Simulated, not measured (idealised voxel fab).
A process module follows: voxel ribs on slabs.
Section shown: cut. Width: 225 nm. Cell size: 5 nm, square.
A cross-section is a grid of square cells, given in bands from the top down. A band is one or more rows of cells.
What a band's entry tells you: where the top is and where the bottom is, as heights in nm, and after that what lies inside, material by material from left to right, each with its width in nm. Empty space is written as the word "blank", and a single material marked with the word "all across" occupies the band from edge to edge.
Below 0: as-received wafer, all one material; heights counted from there. Lowest band: no bottom, goes on down, written "top 0, no bottom".
Per-row width for "30 to 40": begins at first number (top row of band), ends at second number (bottom row), increment between rows held constant.
Basically "nothing was modified" means that step didn't change any cell in the cross-section.
Look at "Closed void catalog" for the closed voids: empty spaces with no open path to the top, sized 8 cells or up. Each is width x height at distance, distance from the left edge, all nm.
Post-settings text on a step line: simulator's own remark regarding the step.
overlay nm: right-of-plan distance of the mask on a masked step; negative values mean left-of-plan.
[These are the steps we planned for the process]
1,op RECEIVE | material Si
2,op DIRECTIONAL_DEP | material SiO2 | thk nm 25
3,op DIRECTIONAL_DEP | material SiN | thk nm 15
4,op DIRECTIONAL_DEP | material aC | thk nm 15
5,op PATTERN | tone cover | mask id RIB | material resist | width nm 15 | thk nm 35 | overlay nm 0
6,op DIRECTIONAL_ETCH | etch materials aC | depth nm 15
7,op STRIP | etch materials resist
8,op DIRECTIONAL_ETCH | etch materials SiN | depth nm 10
9,op STRIP | etch materials aC
10,op MASKED_ETCH | tone cover | mask id SLAB | width nm 55 | etch materials SiN | depth nm 5 | overlay nm 0
11,op FILL_DEP | material SiO2 | thk nm 20
12,op CMP | height nm 55
13,op DIRECTIONAL_DEP | material TiN | thk nm 5
14,op PATTERN | tone cover | mask id HEATER | material resist | width nm 25 | thk nm 20 | overlay nm 0
15,op DIRECTIONAL_ETCH | etch materials TiN | depth nm 5
16,op STRIP | etch materials resist
17,op CONFORMAL_DEP | material SiN | thk nm 10
[Here's what the wafer looked like in cross-section when it arrived - that's after step 1]
	top 0, no bottom  Si all across
	Closed void catalog: none
[This is how the wafer looks in cross-section once the module is done, given the starting state and plan above and one mistake in carrying the plan out]
	top 70, bottom 65  90 blank | 45 SiN | 90 blank
	top 65, bottom 60  SiN all across
	top 60, bottom 55  100 SiN | 25 TiN | 100 SiN
	top 55, bottom 40  SiO2 all across
	top 40, bottom 30  95 SiO2 | 15 SiN | 115 SiO2
	top 30, bottom 25  85 SiO2 | 55 SiN | 85 SiO2
	top 25, bottom 0  SiO2 all across
	top 0, no bottom  Si all across
	Closed void catalog: none
Plan not followed: contrary to plan, step 5 was performed as op PATTERN | tone cover | mask id RIB | material resist | width nm 15 | thk nm 35 | overlay nm -10
